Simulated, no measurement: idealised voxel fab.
Process module name: voxel self aligned contacts
Section cut is 270 nm wide and gridded with 5 nm square cells.
In this document a cross-section is written as a grid of square cells. It is given as a series of bands, listed from the top down, and a band is one or more rows of cells.
First you get the band's top height and its bottom height, in nm, and then the materials it's made of, left to right, with each width in nm. If you see a single material with "everywhere", that one covers the band edge to edge. "empty" is empty space.
Measure heights from 0. That's the level where, below it, the as-received wafer is all one material. The lowest band is bottomless and extends downward; write it as in "0..down".
The two numbers in a width such as "30->40" mark its ends across the band: the first belongs to the top row of cells, the second to the bottom row, and from each row to the next the width moves by the same amount.
The cross-section has no changed cell in any step marked "identical to before".
If an empty space has no open way to the top and is at least 8 cells in size, "Voids, enclosed" lists it, written width x height at distance, where distance is measured from the left edge and every value is in nm.
On each step's line, the part that comes after the settings is the simulator's own comment on the step.
overlay nm: mask offset rightward from planned place, masked step; negative means leftward offset.
Process steps foreseen in the plan:
| 1 | RECEIVE, material Si |
| 2 | CONFORMAL_DEP, material SiO2, thk nm 5 |
| 3 | DIRECTIONAL_DEP, material polySi, thk nm 30 |
| 4 | DIRECTIONAL_DEP, material SiN, thk nm 15 |
| 5 | MASKED_ETCH, tone cover, mask id GATE, width nm 15, pitch nm 55, etch materials SiN, depth nm 15, overlay nm 0 |
| 6 | MASKED_ETCH, tone cover, mask id GATE, width nm 25, pitch nm 55, etch materials polySi, depth nm 30, overlay nm 0 |
| 7 | CONFORMAL_DEP, material SiN, thk nm 5 |
| 8 | DIRECTIONAL_ETCH, etch materials SiN, depth nm 5 |
| 9 | FILL_DEP, material SiO2, thk nm 10 |
| 10 | CMP, height nm 55 |
| 11 | DIRECTIONAL_DEP, material aC, thk nm 15 |
| 12 | PATTERN, tone open, mask id CONTACT, material resist, width nm 40, thk nm 30, overlay nm 0 |
| 13 | DIRECTIONAL_ETCH, etch materials aC, depth nm 15 |
| 14 | STRIP, etch materials resist |
| 15 | DIRECTIONAL_ETCH, etch materials SiO2, depth nm 55 |
| 16 | STRIP, etch materials aC |
| 17 | CONFORMAL_DEP, material TiN, thk nm 5 |
| 18 | FILL_DEP, material W, thk nm 10 |
| 19 | CMP, height nm 55 |
| 20 | CONFORMAL_DEP, material SiN, thk nm 5 |
The wafers are alike at the start. At step 5, their width nm differs. The plan lists the first wafer's value.
Cross-section: the first of several wafers in its as-received state, i.e. following step 1:
    0..down: Si everywhere
    Voids, enclosed: none
Below is a per-wafer table. In it, each row describes the wafer at the end of the module by giving, for each material, the number of cells gained (+) or lost (-) since the wafer was received, and after that the closed voids of the wafer:
width nm 15 | +108 SiN | +426 SiO2 | +28 TiN | +26 W | +60 polySi | Voids, enclosed: none
width nm 20 | +114 SiN | +423 SiO2 | +28 TiN | +23 W | +60 polySi | Voids, enclosed: none
width nm 25 | +120 SiN | +420 SiO2 | +28 TiN | +20 W | +60 polySi | Voids, enclosed: none
width nm 30 | +126 SiN | +412 SiO2 | +28 TiN | +10 W | +72 polySi | Voids, enclosed: none
width nm 35 | +132 SiN | +404 SiO2 | +28 TiN | +84 polySi | Voids, enclosed: none
width nm 40 | +138 SiN | +396 SiO2 | +18 TiN | +96 polySi | Voids, enclosed: none
